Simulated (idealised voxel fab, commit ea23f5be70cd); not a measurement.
Process module under the name voxel gate over fins
The figure presents cross-section cut, which has a width of 240 nm and is divided into square cells with an edge length of 5 nm.
A cross-section in this document is a grid of square cells, and it is written down as bands, the top band listed before the ones below it; a band is made up of one or more rows of cells.
Per band: top height and bottom height in nm, followed by the left-to-right materials and their widths in nm; "all across" marks a single material spanning edge to edge, "air" marks empty space.
For the purposes of this specification, 0 denotes the height below which the wafer in its as-received condition is composed wholly of one material, and the lowermost band, lacking a lower limit, extends downward without end, as expressed in "top 0, no bottom".
A width such as "30->40" changes by the same amount from each row of cells to the next, from the band's top row to its bottom row.
"nothing altered", as given for a step, is the statement that not any cell of the cross-section underwent a change during that step.
Voids not open to the top, 8 cells minimum: see "Closed void entries". Written width x height at distance; distance is from the left edge; nm.
The remark found on a step's line after its settings is issued by the simulator itself and pertains to that step.
If you see "overlay nm" on a step's line and that step has a mask, it's telling you how far right of where it was planned the mask ended up; a negative number means it went left instead.
### Listed below are the process steps as planned
1) RECEIVE | material Si
2) CONFORMAL_DEP | material SiN | thk nm 5
3) DIRECTIONAL_DEP | material aC | thk nm 15
4) PATTERN | tone cover | mask id FINS | material resist | width nm 15 | pitch nm 50 | thk nm 35 | overlay nm 0
5) DIRECTIONAL_ETCH | etch materials aC | depth nm 15
6) STRIP | etch materials resist
7) DIRECTIONAL_ETCH | etch materials SiN | depth nm 5
8) DIRECTIONAL_ETCH | etch materials Si | depth nm 35
9) STRIP | etch materials aC
10) OXIDIZE | depth nm 5
11) FILL_DEP | material SiO2 | thk nm 15
12) CMP | height nm 5
13) MASKED_ETCH | tone open | mask id RAIL | width nm 15 | etch materials SiO2 | depth nm 35 | overlay nm 0
14) CONFORMAL_DEP | material TiN | thk nm 5
15) FILL_DEP | material W | thk nm 5
16) CMP | height nm 5
17) SELECTIVE_ETCH | etch materials W Ru TiN | depth nm 20
18) FILL_DEP | material SiO2 | thk nm 5
19) CMP | height nm 5
20) SELECTIVE_ETCH | etch materials SiO2 | depth nm 15
21) STRIP | etch materials SiN
22) CONFORMAL_DEP | material HfO2 | thk nm 5
23) CONFORMAL_DEP | material TiN | thk nm 5
24) CONFORMAL_DEP | material TiAl | thk nm 5
25) CONFORMAL_DEP | material TiN | thk nm 5
26) FILL_DEP | material W | thk nm 15
27) CMP | height nm 30
28) CONFORMAL_DEP | material SiCN | thk nm 5
Wafers differ in width nm at step 13; plan lists the first wafer's value; identical starting state.
### The first of several wafers as received, shown in cross-section; this is its state after step 1
- top 0, no bottom = Si all across
- Closed void entries: none
### Take any row and you have a wafer at the end of the module: how many cells of each material it has gained (+) or lost (-) since it was received, and then its closed voids
width nm 15 | +56 HfO2 | -368 Si | +48 SiCN | +267 SiO2 | +56 TiAl | +119 TiN | +158 W | Closed void entries: none
width nm 20 | +56 HfO2 | -368 Si | +48 SiCN | +264 SiO2 | +56 TiAl | +120 TiN | +160 W | Closed void entries: none
width nm 25 | +56 HfO2 | -368 Si | +48 SiCN | +261 SiO2 | +56 TiAl | +121 TiN | +162 W | Closed void entries: none
width nm 30 | +56 HfO2 | -368 Si | +48 SiCN | +258 SiO2 | +56 TiAl | +122 TiN | +164 W | Closed void entries: none
